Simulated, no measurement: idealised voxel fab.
process module | voxel capacitor over wiring
cross-section cut | 245 nm wide | cells 5 nm
A cross-section is a grid of square cells, given in bands from the top down. A band is one or more rows of cells.
Each band's line starts with the height of the band's top and of its bottom, in nm. Then come its materials from left to right, each with its width in nm. One material with "throughout" fills the band from edge to edge. "air" is empty space.
Height 0 is the level under which the wafer as received is all one material. The lowest band goes on downwards, as in "0 down".
A width such as "30 to 40" changes by the same amount from each row of cells to the next, from the band's top row to its bottom row.
"no change" after a step means that no cell of the cross-section changed.
closed voids: empty space of 8 cells or more with no open way to the top, each as width x height at its distance from the left edge, in nm
after a step's settings: what the simulator itself notes on the step
overlay nm, on a step with a mask: how far to the right of its planned place the mask lay; to the left if negative
plan
1 op RECEIVE | material Si
2 op CONFORMAL_DEP | material SiO2 | thk nm 15
3 op DIRECTIONAL_DEP | material TiN | thk nm 5
4 op DIRECTIONAL_DEP | material W | thk nm 15
5 op MASKED_ETCH | tone cover | mask id METAL_1 | width nm 20 | pitch nm 85 | etch materials W | depth nm 15 | overlay nm 0
6 op MASKED_ETCH | tone cover | mask id METAL_1 | width nm 20 | pitch nm 85 | etch materials TiN | depth nm 5 | overlay nm 0
7 op CONFORMAL_DEP | material SiN | thk nm 5
8 op FILL_DEP | material lowk | thk nm 10
9 op CMP | height nm 35
10 op CONFORMAL_DEP | material SiCN | thk nm 5
11 op DIRECTIONAL_DEP | material lowk | thk nm 20
12 op MASKED_ETCH | tone open | mask id PLUG_1 | width nm 15 | etch materials lowk | depth nm 20 | overlay nm 0
13 op MASKED_ETCH | tone open | mask id PLUG_1 | width nm 15 | etch materials SiCN | depth nm 5 | overlay nm 0
14 op EPI | material Ru | thk nm 10
15 op EPI | material Ru | thk nm 10
16 op EPI | material Ru | thk nm 5
17 op DIRECTIONAL_DEP | material TiN | thk nm 5
18 op DIRECTIONAL_DEP | material Al2O3 | thk nm 5
19 op DIRECTIONAL_DEP | material TiN | thk nm 5
20 op PATTERN | tone cover | mask id UPPER_PLATE | material resist | width nm 70 | thk nm 15 | overlay nm 0
21 op DIRECTIONAL_ETCH | etch materials TiN | depth nm 5
22 op DIRECTIONAL_ETCH | etch materials Al2O3 | depth nm 5
23 op STRIP | etch materials resist
24 op PATTERN | tone cover | mask id LOWER_PLATE | material resist | width nm 80 | thk nm 20 | overlay nm 0
25 op DIRECTIONAL_ETCH | etch materials TiN | depth nm 5
26 op STRIP | etch materials resist
27 op FILL_DEP | material SiO2 | thk nm 20
28 op CMP | height nm 90
29 op MASKED_ETCH | tone open | mask id PLUG_2 | width nm 15 | etch materials SiO2 | depth nm 15 | overlay nm 0
30 op CONFORMAL_DEP | material TiN | thk nm 5
31 op FILL_DEP | material Ru | thk nm 10
32 op CMP | height nm 90
33 op CONFORMAL_DEP | material SiN | thk nm 5
as received, after step 1
  0 down: Si throughout
  closed voids: none
a wafer at the end: this start, this plan, one mistake
  95 to 90: SiN throughout
  90 to 80: SiO2 85 to 75 | TiN 15 to 25 | SiO2 145
  80 to 75: SiO2 75 | Al2O3 25 | SiO2 145
  75 to 70: SiO2 70 | TiN 75 | SiO2 100
  70 to 65: SiO2 65 | Ru 35 | Al2O3 45 | SiO2 100
  65 to 60: SiO2 65 | Ru 35 | TiN 50 | SiO2 95
  60 to 40: lowk 75 | Ru 15 | lowk 155
  40 to 35: SiCN 75 | Ru 15 | SiCN 155
  35 to 20: lowk 65 | SiN 5 | W 20 | SiN 5 | lowk 55 | SiN 5 | W 20 | SiN 5 | lowk 65
  20 to 15: SiN 70 | TiN 20 | SiN 65 | TiN 20 | SiN 70
  15 to 0: SiO2 throughout
  0 down: Si throughout
  closed voids: none
what went wrong: one of the steps 14 and 15, which are alike, was run twice
